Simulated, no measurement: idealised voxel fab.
Presented below is a process module, voxel self aligned vias.
Xsec cut, 270 nm wide, square cell size 5 nm.
In this document a cross-section is written as a grid of square cells. It is given as a series of bands, listed from the top down, and a band is one or more rows of cells. The band entry comprises the height of the band's top followed by the height of its bottom, expressed in nm, and subsequently the band's materials from left to right, each stated together with its width in nm. Where a single material is marked with the word "all across", that material fills the band from edge to edge. The word "empty" represents empty space. Heights are reckoned from 0. Under this level, the received wafer is all of one material. The bottommost band is open-ended downward, for example "0 down". Per-row width for "30->40": begins at first number (top row of band), ends at second number (bottom row), increment between rows held constant. "remained the same" for a step: no cell of the cross-section changed in that step. The entry titled "Voids lacking openings" provides the empty spaces that have no open way to the top, restricted to those of 8 cells or more. Each is presented as width x height at distance, the distance being measured from the left edge, with all three in nm. Heads up: the bit after the settings on a step's line is the simulator's remark on that step. overlay nm: how far to the right of its planned place the mask lay on this masked step (negative: to the left).

### So here's the lineup of process steps we planned
1 RECEIVE (material Si)
2 CONFORMAL_DEP (material SiO2; thk nm 15)
3 CONFORMAL_DEP (material SiCN; thk nm 5)
4 DIRECTIONAL_DEP (material SiO2; thk nm 30)
5 DIRECTIONAL_DEP (material aC; thk nm 10)
6 PATTERN (tone open; mask id LINES; material resist; width nm 20; pitch nm 65; thk nm 30; overlay nm 0)
7 DIRECTIONAL_ETCH (etch materials aC; depth nm 10)
8 STRIP (etch materials resist)
9 DIRECTIONAL_ETCH (etch materials SiO2; depth nm 30)
10 STRIP (etch materials aC)
11 CONFORMAL_DEP (material TiN; thk nm 5)
12 FILL_DEP (material W; thk nm 5)
13 CMP (height nm 50)
14 SELECTIVE_ETCH (etch materials W Ru TiN; depth nm 5)
15 FILL_DEP (material SiN; thk nm 5)
16 CMP (height nm 50)
17 DIRECTIONAL_DEP (material SiO2; thk nm 15)
18 MASKED_ETCH (tone open; mask id VIAS; width nm 40; pitch nm 65; etch materials SiO2; depth nm 15; overlay nm 0)
19 MASKED_ETCH (tone open; mask id VIAS; width nm 40; pitch nm 65; etch materials SiN; depth nm 5; overlay nm 0)
20 CONFORMAL_DEP (material TiN; thk nm 5)
21 FILL_DEP (material W; thk nm 5)
22 CMP (height nm 65)
23 CONFORMAL_DEP (material SiN; thk nm 5)
Wafers differ in width nm at step 6; plan lists the first wafer's value; identical starting state.

### As-received state after step 1, first of several wafers, cross-section
	0 down | Si all across
	Voids lacking openings: none

### Per-wafer rows below. For each material: cells gained (+) or lost (-) since the wafer was received, as of end of module. Then: closed voids
width nm 20 | +54 SiCN | +54 SiN | +504 SiO2 | +78 TiN | +66 W | Voids lacking openings: none
width nm 25 | +54 SiCN | +54 SiN | +486 SiO2 | +81 TiN | +81 W | Voids lacking openings: none
width nm 30 | +54 SiCN | +54 SiN | +468 SiO2 | +84 TiN | +96 W | Voids lacking openings: none
width nm 35 | +54 SiCN | +54 SiN | +450 SiO2 | +87 TiN | +111 W | Voids lacking openings: none
width nm 40 | +54 SiCN | +54 SiN | +432 SiO2 | +90 TiN | +126 W | Voids lacking openings: none
width nm 45 | +54 SiCN | +57 SiN | +414 SiO2 | +93 TiN | +138 W | Voids lacking openings: none
